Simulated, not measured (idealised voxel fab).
process module | voxel gate over fins
cross-section cut | 195 nm wide | cells 5 nm
A cross-section is a grid of square cells, given in bands from the top down. A band is one or more rows of cells.
Each band's line starts with the height of the band's top and of its bottom, in nm. Then come its materials from left to right, each with its width in nm. One material with "throughout" fills the band from edge to edge. "air" is empty space.
Height 0 is the level under which the wafer as received is all one material. The lowest band goes on downwards, as in "0 down".
A width such as "30 to 40" changes by the same amount from each row of cells to the next, from the band's top row to its bottom row.
"no change" after a step means that no cell of the cross-section changed.
closed voids: empty space of 8 cells or more with no open way to the top, each as width x height at its distance from the left edge, in nm
after a step's settings: what the simulator itself notes on the step
overlay nm, on a step with a mask: how far to the right of its planned place the mask lay; to the left if negative
plan
1 op RECEIVE | material Si
2 op CONFORMAL_DEP | material SiN | thk nm 5
3 op DIRECTIONAL_DEP | material aC | thk nm 15
4 op PATTERN | tone cover | mask id FINS | material resist | width nm 15 | pitch nm 50 | thk nm 35 | overlay nm 0
5 op DIRECTIONAL_ETCH | etch materials aC | depth nm 15
6 op STRIP | etch materials resist
7 op DIRECTIONAL_ETCH | etch materials SiN | depth nm 5
8 op DIRECTIONAL_ETCH | etch materials Si | depth nm 40
9 op STRIP | etch materials aC
10 op FILL_DEP | material SiO2 | thk nm 15
11 op CMP | height nm 5
12 op DIRECTIONAL_DEP | material aC | thk nm 15
13 op PATTERN | tone open | mask id RAIL | material resist | width nm 15 | thk nm 30 | overlay nm 0
14 op DIRECTIONAL_ETCH | etch materials aC | depth nm 15
15 op STRIP | etch materials resist
16 op DIRECTIONAL_ETCH | etch materials SiO2 | depth nm 40
17 op STRIP | etch materials aC
18 op CONFORMAL_DEP | material TiN | thk nm 5
19 op FILL_DEP | material W | thk nm 5
20 op CMP | height nm 5
21 op SELECTIVE_ETCH | etch materials W Ru TiN | depth nm 25
22 op FILL_DEP | material SiO2 | thk nm 5
23 op CMP | height nm 5
24 op SELECTIVE_ETCH | etch materials SiO2 | depth nm 15
25 op STRIP | etch materials SiN
26 op CONFORMAL_DEP | material HfO2 | thk nm 5
27 op CONFORMAL_DEP | material TiN | thk nm 5
28 op CONFORMAL_DEP | material TiAl | thk nm 5
29 op CONFORMAL_DEP | material TiN | thk nm 5
30 op FILL_DEP | material W | thk nm 10
31 op CMP | height nm 25
32 op CONFORMAL_DEP | material SiN | thk nm 5
varied across the wafers: thk nm of step 32. The plan shows the first wafer's value. All wafers start alike
first wafer as received, after step 1
  0 down: Si throughout
  closed voids: none
each wafer at the end: cells of each material gained (+) or lost (-) since it was received, then its closed voids
thk nm 5 | +47 HfO2 | -264 Si | +39 SiN | +189 SiO2 | +47 TiAl | +99 TiN | +77 W | closed voids: none
thk nm 10 | +47 HfO2 | -264 Si | +78 SiN | +189 SiO2 | +47 TiAl | +99 TiN | +77 W | closed voids: none
thk nm 15 | +47 HfO2 | -264 Si | +117 SiN | +189 SiO2 | +47 TiAl | +99 TiN | +77 W | closed voids: none
thk nm 20 | +47 HfO2 | -264 Si | +156 SiN | +189 SiO2 | +47 TiAl | +99 TiN | +77 W | closed voids: none
thk nm 25 | +47 HfO2 | -264 Si | +195 SiN | +189 SiO2 | +47 TiAl | +99 TiN | +77 W | closed voids: none
